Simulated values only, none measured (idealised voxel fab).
The process module presented herein is designated voxel capacitor over wiring.
Square cell edge 5 nm, section width 270 nm, ID cut.
Cross-sections here: square-cell grids, written as top-down lists of bands, a band being one or more rows of cells.
Quick guide to a band line: top height, bottom height (nm) up front; then every material left to right with its width in nm. Only one material and it's marked "full width"? Then it fills the band edge to edge. And "blank" just means empty space.
Height is counted from the level 0, under which the received wafer is composed throughout of one material. The lowest of the bands is not closed at the bottom but continues downward, in the notation "0..down".
A width given as "30..40" starts at the first number in the band's top row and ends at the second number in its bottom row, shifting by an equal amount at every step from row to row.
Step marked "remains unaltered"? Then no cell in the cross-section changed in it.
Each empty space that has no open way to the top and spans at least 8 cells appears under "Fully enclosed voids" as width x height at distance, the distance counted from the left edge, all in nm.
Formally, on a step line, whatever follows the settings is a remark that the simulator itself makes on the step.
What "overlay nm" on a step's line means: if the step has a mask, that mask lay this far to the right of its planned place, or, when the value is negative, to the left.

List of planned process steps
1,RECEIVE [material Si]
2,CONFORMAL_DEP [material SiO2] [thk nm 15]
3,CONFORMAL_DEP [material SiN] [thk nm 5]
4,DIRECTIONAL_DEP [material SiO2] [thk nm 20]
5,PATTERN [tone open] [mask id METAL_1] [material resist] [width nm 30] [pitch nm 90] [thk nm 20] [overlay nm 0]
6,DIRECTIONAL_ETCH [etch materials SiO2] [depth nm 20]
7,DIRECTIONAL_ETCH [etch materials SiN] [depth nm 5]
8,STRIP [etch materials resist]
9,CONFORMAL_DEP [material TiN] [thk nm 5]
10,FILL_DEP [material Ru] [thk nm 10]
11,CMP [height nm 40]
12,EPI [material Ru] [thk nm 5]
13,FILL_DEP [material SiCN] [thk nm 5]
14,DIRECTIONAL_DEP [material lowk] [thk nm 15]
15,DIRECTIONAL_DEP [material aC] [thk nm 10]
16,PATTERN [tone open] [mask id PLUG_1] [material resist] [width nm 15] [thk nm 25] [overlay nm 0]
17,DIRECTIONAL_ETCH [etch materials aC] [depth nm 10]
18,STRIP [etch materials resist]
19,DIRECTIONAL_ETCH [etch materials lowk] [depth nm 15]
20,DIRECTIONAL_ETCH [etch materials SiCN] [depth nm 5]
21,STRIP [etch materials aC]
22,CONFORMAL_DEP [material TiN] [thk nm 5]
23,FILL_DEP [material Cu] [thk nm 5]
24,CMP [height nm 65]
25,DIRECTIONAL_DEP [material TiN] [thk nm 5]
26,DIRECTIONAL_DEP [material Al2O3] [thk nm 5]
27,DIRECTIONAL_DEP [material TiN] [thk nm 10]
28,DIRECTIONAL_DEP [material aC] [thk nm 15]
29,PATTERN [tone cover] [mask id UPPER_PLATE] [material resist] [width nm 65] [thk nm 35] [overlay nm 0]
30,DIRECTIONAL_ETCH [etch materials aC] [depth nm 15]
31,STRIP [etch materials resist]
32,DIRECTIONAL_ETCH [etch materials TiN] [depth nm 10]
33,DIRECTIONAL_ETCH [etch materials Al2O3] [depth nm 5]
34,STRIP [etch materials aC]
35,PATTERN [tone cover] [mask id LOWER_PLATE] [material resist] [width nm 75] [thk nm 20] [overlay nm 0]
36,DIRECTIONAL_ETCH [etch materials TiN] [depth nm 5]
37,STRIP [etch materials resist]
38,FILL_DEP [material SiO2] [thk nm 15]
39,CMP [height nm 95]
40,MASKED_ETCH [tone open] [mask id PLUG_2] [width nm 15] [etch materials SiO2] [depth nm 10] [overlay nm 0]
41,CONFORMAL_DEP [material TiN] [thk nm 5]
42,FILL_DEP [material Cu] [thk nm 10]
43,CMP [height nm 95]
44,CONFORMAL_DEP [material SiCN] [thk nm 5]

The first of the two wafers, which ran as planned

Cross-section, incoming material, after step 1
  0..down = Si full width
  Fully enclosed voids: none

Cross-section of the wafer after step 2
  15..0 = SiO2 full width
  Beneath the level 0, the cross-section is identical to its previous state.

Cross-section of the wafer after step 3
  20..15 = SiN full width
  Beneath the level 15, the cross-section is identical to its previous state.

Cross-section of the wafer after step 4
  40..20 = SiO2 full width
  Beneath the level 20, the cross-section is identical to its previous state.

Cross-section of the wafer after step 5
  60..40 = resist 75 nm  blank 30 nm  resist 60 nm  blank 30 nm  resist 75 nm
  Beneath the level 40, the cross-section is identical to its previous state.

Cross-section of the wafer after step 6
  60..40 = resist 75 nm  blank 30 nm  resist 60 nm  blank 30 nm  resist 75 nm
  40..20 = SiO2 75 nm  blank 30 nm  SiO2 60 nm  blank 30 nm  SiO2 75 nm
  Beneath the level 20, the cross-section is identical to its previous state.

Cross-section of the wafer after step 7
  60..40 = resist 75 nm  blank 30 nm  resist 60 nm  blank 30 nm  resist 75 nm
  40..20 = SiO2 75 nm  blank 30 nm  SiO2 60 nm  blank 30 nm  SiO2 75 nm
  20..15 = SiN 75 nm  blank 30 nm  SiN 60 nm  blank 30 nm  SiN 75 nm
  Beneath the level 15, the cross-section is identical to its previous state.

Cross-section of the wafer after step 8
  40..20 = SiO2 75 nm  blank 30 nm  SiO2 60 nm  blank 30 nm  SiO2 75 nm
  Beneath the level 20, the cross-section is identical to its previous state.

Cross-section of the wafer after step 9
  45..40 = TiN 80 nm  blank 20 nm  TiN 70 nm  blank 20 nm  TiN 80 nm
  40..20 = SiO2 75 nm  TiN 5 nm  blank 20 nm  TiN 5 nm  SiO2 60 nm  TiN 5 nm  blank 20 nm  TiN 5 nm  SiO2 75 nm
  20..15 = SiN 75 nm  TiN 30 nm  SiN 60 nm  TiN 30 nm  SiN 75 nm
  Beneath the level 15, the cross-section is identical to its previous state.

Cross-section of the wafer after step 10
  55..45 = Ru full width
  45..40 = TiN 80 nm  Ru 20 nm  TiN 70 nm  Ru 20 nm  TiN 80 nm
  40..20 = SiO2 75 nm  TiN 5 nm  Ru 20 nm  TiN 5 nm  SiO2 60 nm  TiN 5 nm  Ru 20 nm  TiN 5 nm  SiO2 75 nm
  Beneath the level 20, the cross-section is identical to its previous state.

Cross-section of the wafer after step 11
  40..20 = SiO2 75 nm  TiN 5 nm  Ru 20 nm  TiN 5 nm  SiO2 60 nm  TiN 5 nm  Ru 20 nm  TiN 5 nm  SiO2 75 nm
  Beneath the level 20, the cross-section is identical to its previous state.

Cross-section of the wafer after step 12
  45..40 = blank 70 nm  Ru 40 nm  blank 50 nm  Ru 40 nm  blank 70 nm
  Beneath the level 40, the cross-section is identical to its previous state.

Cross-section of the wafer after step 13
  50..45 = SiCN full width
  45..40 = SiCN 70 nm  Ru 40 nm  SiCN 50 nm  Ru 40 nm  SiCN 70 nm
  Beneath the level 40, the cross-section is identical to its previous state.

Cross-section of the wafer after step 14
  65..50 = lowk full width
  Beneath the level 50, the cross-section is identical to its previous state.

Cross-section of the wafer after step 15
  75..65 = aC full width
  Beneath the level 65, the cross-section is identical to its previous state.

Cross-section of the wafer after step 16
  100..75 = resist 90 nm  blank 15 nm  resist 165 nm
  Beneath the level 75, the cross-section is identical to its previous state.

Cross-section of the wafer after step 17
  90..75 = resist 90 nm  blank 15 nm  resist 165 nm
  75..65 = aC 90 nm  blank 15 nm  aC 165 nm
  Beneath the level 65, the cross-section is identical to its previous state.

Cross-section of the wafer after step 18
  75..65 = aC 90 nm  blank 15 nm  aC 165 nm
  Beneath the level 65, the cross-section is identical to its previous state.

Cross-section of the wafer after step 19
  75..65 = aC 90 nm  blank 15 nm  aC 165 nm
  65..50 = lowk 90 nm  blank 15 nm  lowk 165 nm
  Beneath the level 50, the cross-section is identical to its previous state.

Cross-section of the wafer after step 20
  75..65 = aC 90 nm  blank 15 nm  aC 165 nm
  65..50 = lowk 90 nm  blank 15 nm  lowk 165 nm
  50..45 = SiCN 90 nm  blank 15 nm  SiCN 165 nm
  Beneath the level 45, the cross-section is identical to its previous state.

Cross-section of the wafer after step 21
  65..50 = lowk 90 nm  blank 15 nm  lowk 165 nm
  Beneath the level 50, the cross-section is identical to its previous state.

Cross-section of the wafer after step 22
  70..65 = TiN 95 nm  blank 5 nm  TiN 170 nm
  65..50 = lowk 90 nm  TiN 5 nm  blank 5 nm  TiN 5 nm  lowk 165 nm
  50..45 = SiCN 90 nm  TiN 15 nm  SiCN 165 nm
  Beneath the level 45, the cross-section is identical to its previous state.

Cross-section of the wafer after step 23
  75..70 = Cu full width
  70..65 = TiN 95 nm  Cu 5 nm  TiN 170 nm
  65..50 = lowk 90 nm  TiN 5 nm  Cu 5 nm  TiN 5 nm  lowk 165 nm
  Beneath the level 50, the cross-section is identical to its previous state.

Cross-section of the wafer after step 24
  65..50 = lowk 90 nm  TiN 5 nm  Cu 5 nm  TiN 5 nm  lowk 165 nm
  Beneath the level 50, the cross-section is identical to its previous state.

Cross-section of the wafer after step 25
  70..65 = TiN full width
  Beneath the level 65, the cross-section is identical to its previous state.

Cross-section of the wafer after step 26
  75..70 = Al2O3 full width
  Beneath the level 70, the cross-section is identical to its previous state.

Cross-section of the wafer after step 27
  85..75 = TiN full width
  Beneath the level 75, the cross-section is identical to its previous state.

Cross-section of the wafer after step 28
  100..85 = aC full width
  Beneath the level 85, the cross-section is identical to its previous state.

Cross-section of the wafer after step 29
  135..100 = blank 90 nm  resist 65 nm  blank 115 nm
  Beneath the level 100, the cross-section is identical to its previous state.

Cross-section of the wafer after step 30
  120..100 = blank 90 nm  resist 65 nm  blank 115 nm
  100..85 = blank 90 nm  aC 65 nm  blank 115 nm
  Beneath the level 85, the cross-section is identical to its previous state.

Cross-section of the wafer after step 31
  100..85 = blank 90 nm  aC 65 nm  blank 115 nm
  Beneath the level 85, the cross-section is identical to its previous state.

Cross-section of the wafer after step 32
  100..85 = blank 90 nm  aC 65 nm  blank 115 nm
  85..75 = blank 90 nm  TiN 65 nm  blank 115 nm
  Beneath the level 75, the cross-section is identical to its previous state.

Cross-section of the wafer after step 33
  100..85 = blank 90 nm  aC 65 nm  blank 115 nm
  85..75 = blank 90 nm  TiN 65 nm  blank 115 nm
  75..70 = blank 90 nm  Al2O3 65 nm  blank 115 nm
  Beneath the level 70, the cross-section is identical to its previous state.

Cross-section of the wafer after step 34
  85..75 = blank 90 nm  TiN 65 nm  blank 115 nm
  Beneath the level 75, the cross-section is identical to its previous state.

Cross-section of the wafer after step 35
  105..85 = blank 85 nm  resist 75 nm  blank 110 nm
  85..75 = blank 85 nm  resist 5 nm  TiN 65 nm  resist 5 nm  blank 110 nm
  75..70 = blank 85 nm  resist 5 nm  Al2O3 65 nm  resist 5 nm  blank 110 nm
  Beneath the level 70, the cross-section is identical to its previous state.

Cross-section of the wafer after step 36
  105..85 = blank 85 nm  resist 75 nm  blank 110 nm
  85..75 = blank 85 nm  resist 5 nm  TiN 65 nm  resist 5 nm  blank 110 nm
  75..70 = blank 85 nm  resist 5 nm  Al2O3 65 nm  resist 5 nm  blank 110 nm
  70..65 = blank 85 nm  TiN 75 nm  blank 110 nm
  Beneath the level 65, the cross-section is identical to its previous state.

Cross-section of the wafer after step 37
  85..75 = blank 90 nm  TiN 65 nm  blank 115 nm
  75..70 = blank 90 nm  Al2O3 65 nm  blank 115 nm
  Beneath the level 70, the cross-section is identical to its previous state.

Cross-section of the wafer after step 38
  100..85 = SiO2 full width
  85..75 = SiO2 90 nm  TiN 65 nm  SiO2 115 nm
  75..70 = SiO2 90 nm  Al2O3 65 nm  SiO2 115 nm
  70..65 = SiO2 85 nm  TiN 75 nm  SiO2 110 nm
  Beneath the level 65, the cross-section is identical to its previous state.

Cross-section of the wafer after step 39
  95..85 = SiO2 full width
  Beneath the level 85, the cross-section is identical to its previous state.

Cross-section of the wafer after step 40
  95..85 = SiO2 100 nm  blank 15 nm  SiO2 155 nm
  Beneath the level 85, the cross-section is identical to its previous state.

Cross-section of the wafer after step 41
  100..95 = TiN 105 nm  blank 5 nm  TiN 160 nm
  95..90 = SiO2 100 nm  TiN 5 nm  blank 5 nm  TiN 5 nm  SiO2 155 nm
  90..85 = SiO2 100 nm  TiN 15 nm  SiO2 155 nm
  Beneath the level 85, the cross-section is identical to its previous state.

Cross-section of the wafer after step 42
  110..100 = Cu full width
  100..95 = TiN 105 nm  Cu 5 nm  TiN 160 nm
  95..90 = SiO2 100 nm  TiN 5 nm  Cu 5 nm  TiN 5 nm  SiO2 155 nm
  Beneath the level 90, the cross-section is identical to its previous state.

Cross-section of the wafer after step 43
  95..90 = SiO2 100 nm  TiN 5 nm  Cu 5 nm  TiN 5 nm  SiO2 155 nm
  Beneath the level 90, the cross-section is identical to its previous state.

Cross-section of the wafer after step 44
  100..95 = SiCN full width
  Beneath the level 95, the cross-section is identical to its previous state.

The remaining wafer, second of the two, started like the first and was run to the same plan, except that one mistake was made along the way; the two coincide through step 12, inclusive

X-section, second wafer, when step 13 was due to finish: remains unaltered

X-section, second wafer, when step 14 was due to finish
  60..55 = blank 70 nm  lowk 40 nm  blank 50 nm  lowk 40 nm  blank 70 nm
  55..45 = lowk full width
  45..40 = lowk 70 nm  Ru 40 nm  lowk 50 nm  Ru 40 nm  lowk 70 nm
  Beneath the level 40, the cross-section is identical to its previous state.

X-section, second wafer, when step 15 was due to finish
  70..65 = blank 70 nm  aC 40 nm  blank 50 nm  aC 40 nm  blank 70 nm
  65..60 = aC full width
  60..55 = aC 70 nm  lowk 40 nm  aC 50 nm  lowk 40 nm  aC 70 nm
  Beneath the level 55, the cross-section is identical to its previous state.

X-section, second wafer, when step 16 was due to finish
  95..70 = resist 90 nm  blank 15 nm  resist 165 nm
  70..65 = resist 70 nm  aC 40 nm  resist 50 nm  aC 40 nm  resist 70 nm
  Beneath the level 65, the cross-section is identical to its previous state.

X-section, second wafer, when step 17 was due to finish
  85..70 = resist 90 nm  blank 15 nm  resist 165 nm
  70..65 = resist 70 nm  aC 20 nm  blank 15 nm  aC 5 nm  resist 50 nm  aC 40 nm  resist 70 nm
  65..60 = aC 90 nm  blank 15 nm  aC 165 nm
  Beneath the level 60, the cross-section is identical to its previous state.

X-section, second wafer, when step 18 was due to finish
  70..65 = blank 70 nm  aC 20 nm  blank 15 nm  aC 5 nm  blank 50 nm  aC 40 nm  blank 70 nm
  Beneath the level 65, the cross-section is identical to its previous state.

X-section, second wafer, when step 19 was due to finish
  70..65 = blank 70 nm  aC 20 nm  blank 15 nm  aC 5 nm  blank 50 nm  aC 40 nm  blank 70 nm
  65..60 = aC 90 nm  blank 15 nm  aC 165 nm
  60..55 = aC 70 nm  lowk 20 nm  blank 15 nm  lowk 5 nm  aC 50 nm  lowk 40 nm  aC 70 nm
  55..45 = lowk 90 nm  blank 15 nm  lowk 165 nm
  Beneath the level 45, the cross-section is identical to its previous state.

X-section, second wafer, when step 20 was due to finish: remains unaltered

X-section, second wafer, when step 21 was due to finish
  60..55 = blank 70 nm  lowk 20 nm  blank 15 nm  lowk 5 nm  blank 50 nm  lowk 40 nm  blank 70 nm
  Beneath the level 55, the cross-section is identical to its previous state.

X-section, second wafer, when step 22 was due to finish
  65..60 = blank 65 nm  TiN 30 nm  blank 5 nm  TiN 15 nm  blank 40 nm  TiN 50 nm  blank 65 nm
  60..55 = TiN 70 nm  lowk 20 nm  TiN 5 nm  blank 5 nm  TiN 5 nm  lowk 5 nm  TiN 50 nm  lowk 40 nm  TiN 70 nm
  55..50 = lowk 90 nm  TiN 5 nm  blank 5 nm  TiN 5 nm  lowk 165 nm
  50..45 = lowk 90 nm  TiN 15 nm  lowk 165 nm
  Beneath the level 45, the cross-section is identical to its previous state.

X-section, second wafer, when step 23 was due to finish
  70..65 = Cu full width
  65..60 = Cu 65 nm  TiN 30 nm  Cu 5 nm  TiN 15 nm  Cu 40 nm  TiN 50 nm  Cu 65 nm
  60..55 = TiN 70 nm  lowk 20 nm  TiN 5 nm  Cu 5 nm  TiN 5 nm  lowk 5 nm  TiN 50 nm  lowk 40 nm  TiN 70 nm
  55..50 = lowk 90 nm  TiN 5 nm  Cu 5 nm  TiN 5 nm  lowk 165 nm
  Beneath the level 50, the cross-section is identical to its previous state.

X-section, second wafer, when step 24 was due to finish
  65..60 = Cu 65 nm  TiN 30 nm  Cu 5 nm  TiN 15 nm  Cu 40 nm  TiN 50 nm  Cu 65 nm
  Beneath the level 60, the cross-section is identical to its previous state.

X-section, second wafer, when step 25 was due to finish
  70..65 = TiN full width
  Beneath the level 65, the cross-section is identical to its previous state.

X-section, second wafer, when step 26 was due to finish
  75..70 = Al2O3 full width
  Beneath the level 70, the cross-section is identical to its previous state.

X-section, second wafer, when step 27 was due to finish
  85..75 = TiN full width
  Beneath the level 75, the cross-section is identical to its previous state.

X-section, second wafer, when step 28 was due to finish
  100..85 = aC full width
  Beneath the level 85, the cross-section is identical to its previous state.

X-section, second wafer, when step 29 was due to finish
  135..100 = blank 90 nm  resist 65 nm  blank 115 nm
  Beneath the level 100, the cross-section is identical to its previous state.

X-section, second wafer, when step 30 was due to finish
  120..100 = blank 90 nm  resist 65 nm  blank 115 nm
  100..85 = blank 90 nm  aC 65 nm  blank 115 nm
  Beneath the level 85, the cross-section is identical to its previous state.

X-section, second wafer, when step 31 was due to finish
  100..85 = blank 90 nm  aC 65 nm  blank 115 nm
  Beneath the level 85, the cross-section is identical to its previous state.

X-section, second wafer, when step 32 was due to finish
  100..85 = blank 90 nm  aC 65 nm  blank 115 nm
  85..75 = blank 90 nm  TiN 65 nm  blank 115 nm
  Beneath the level 75, the cross-section is identical to its previous state.

X-section, second wafer, when step 33 was due to finish
  100..85 = blank 90 nm  aC 65 nm  blank 115 nm
  85..75 = blank 90 nm  TiN 65 nm  blank 115 nm
  75..70 = blank 90 nm  Al2O3 65 nm  blank 115 nm
  Beneath the level 70, the cross-section is identical to its previous state.

X-section, second wafer, when step 34 was due to finish
  85..75 = blank 90 nm  TiN 65 nm  blank 115 nm
  Beneath the level 75, the cross-section is identical to its previous state.

X-section, second wafer, when step 35 was due to finish
  105..85 = blank 85 nm  resist 75 nm  blank 110 nm
  85..75 = blank 85 nm  resist 5 nm  TiN 65 nm  resist 5 nm  blank 110 nm
  75..70 = blank 85 nm  resist 5 nm  Al2O3 65 nm  resist 5 nm  blank 110 nm
  Beneath the level 70, the cross-section is identical to its previous state.

X-section, second wafer, when step 36 was due to finish
  105..85 = blank 85 nm  resist 75 nm  blank 110 nm
  85..75 = blank 85 nm  resist 5 nm  TiN 65 nm  resist 5 nm  blank 110 nm
  75..70 = blank 85 nm  resist 5 nm  Al2O3 65 nm  resist 5 nm  blank 110 nm
  70..65 = blank 85 nm  TiN 75 nm  blank 110 nm
  Beneath the level 65, the cross-section is identical to its previous state.

X-section, second wafer, when step 37 was due to finish
  85..75 = blank 90 nm  TiN 65 nm  blank 115 nm
  75..70 = blank 90 nm  Al2O3 65 nm  blank 115 nm
  Beneath the level 70, the cross-section is identical to its previous state.

X-section, second wafer, when step 38 was due to finish
  100..85 = SiO2 full width
  85..75 = SiO2 90 nm  TiN 65 nm  SiO2 115 nm
  75..70 = SiO2 90 nm  Al2O3 65 nm  SiO2 115 nm
  70..65 = SiO2 85 nm  TiN 75 nm  SiO2 110 nm
  Beneath the level 65, the cross-section is identical to its previous state.

X-section, second wafer, when step 39 was due to finish
  95..85 = SiO2 full width
  Beneath the level 85, the cross-section is identical to its previous state.

X-section, second wafer, when step 40 was due to finish
  95..85 = SiO2 100 nm  blank 15 nm  SiO2 155 nm
  Beneath the level 85, the cross-section is identical to its previous state.

X-section, second wafer, when step 41 was due to finish
  100..95 = TiN 105 nm  blank 5 nm  TiN 160 nm
  95..90 = SiO2 100 nm  TiN 5 nm  blank 5 nm  TiN 5 nm  SiO2 155 nm
  90..85 = SiO2 100 nm  TiN 15 nm  SiO2 155 nm
  Beneath the level 85, the cross-section is identical to its previous state.

X-section, second wafer, when step 42 was due to finish
  110..100 = Cu full width
  100..95 = TiN 105 nm  Cu 5 nm  TiN 160 nm
  95..90 = SiO2 100 nm  TiN 5 nm  Cu 5 nm  TiN 5 nm  SiO2 155 nm
  Beneath the level 90, the cross-section is identical to its previous state.

X-section, second wafer, when step 43 was due to finish
  95..90 = SiO2 100 nm  TiN 5 nm  Cu 5 nm  TiN 5 nm  SiO2 155 nm
  Beneath the level 90, the cross-section is identical to its previous state.

X-section, second wafer, when step 44 was due to finish
  100..95 = SiCN full width
  Beneath the level 95, the cross-section is identical to its previous state.
What was the processing mistake? yeah, step 13 of the plan got skipped, never ran
Per the end-of-run cell counts, the second wafer holds more or fewer of some materials than the first: +34 Cu | -89 SiCN | +55 TiN
